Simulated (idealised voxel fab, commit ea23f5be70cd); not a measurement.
Module name: voxel ribs on slabs (process module)
Cross-section cut spans 300 nm and uses square cells 5 nm in size.
Each cross-section below is a grid of square cells, stated as bands in top-down order, with one or more rows of cells making up each band. It is stipulated that each band's entry specify, in nanometres, the height of the top of the band and then that of its bottom, followed by the materials of the band in left-to-right sequence, each together with its width in nanometres. A single material marked by the word "everywhere" is understood to fill the band from edge to edge; the word "air" is understood to denote empty space. Measure heights from 0. That's the level where, below it, the as-received wafer is all one material. The lowest band is bottomless and extends downward; write it as in "0 down". With a width like "30..40", each row of cells in the band differs from the next by the same amount, the top row carrying the first number and the bottom row the second. When a step is marked "no modification", none of the cells in the cross-section changed during that step. The label "Non-vented voids" introduces a list of the empty spaces, 8 cells or larger, that have no open way up to the top; each entry in it reads width x height at distance, where the distance is taken from the left edge and all three are stated in nm. Where a step's line continues beyond its settings, the continuation is a remark by the simulator itself on that step. A step line may carry the setting "overlay nm", which, for steps involving a mask, states the distance by which the mask lay to the right of its intended position; negative values denote displacement to the left.

[The process steps that were planned are listed below]
1 RECEIVE,material Si
2 DIRECTIONAL_DEP,material SiO2,thk nm 30
3 DIRECTIONAL_DEP,material SiN,thk nm 25
4 MASKED_ETCH,tone cover,mask id RIB,width nm 20,etch materials SiN,depth nm 20,overlay nm 0
5 MASKED_ETCH,tone cover,mask id SLAB,width nm 60,etch materials SiN,depth nm 5,overlay nm 0
6 FILL_DEP,material SiO2,thk nm 25
7 CMP,height nm 75
8 DIRECTIONAL_DEP,material W,thk nm 5
9 MASKED_ETCH,tone cover,mask id HEATER,width nm 30,etch materials W,depth nm 5,overlay nm 0
10 CONFORMAL_DEP,material SiO2,thk nm 5

[Wafer cross-section on receipt, i.e. after step 1]
* 0 down  Si everywhere
* Non-vented voids: none

[Starting structure and process plan are as shown above, but one mistake was made in running the module; the wafer cross-section at the end of the module follows]
* 85 to 80  air=130, then SiO2=40, then air=130
* 80 to 75  SiO2=135, then W=30, then SiO2=135
* 75 to 55  SiO2 everywhere
* 55 to 50  SiO2=120, then SiN=20, then SiO2=20, then SiN=20, then SiO2=120
* 50 to 35  SiN=140, then SiO2=20, then SiN=140
* 35 to 30  SiN everywhere
* 30 to 0  SiO2 everywhere
* 0 down  Si everywhere
* Non-vented voids: none
Plan not followed: step 4 ran with different settings than intended, the actual operation and settings being MASKED_ETCH,tone open,mask id RIB,width nm 20,etch materials SiN,depth nm 20,overlay nm 0
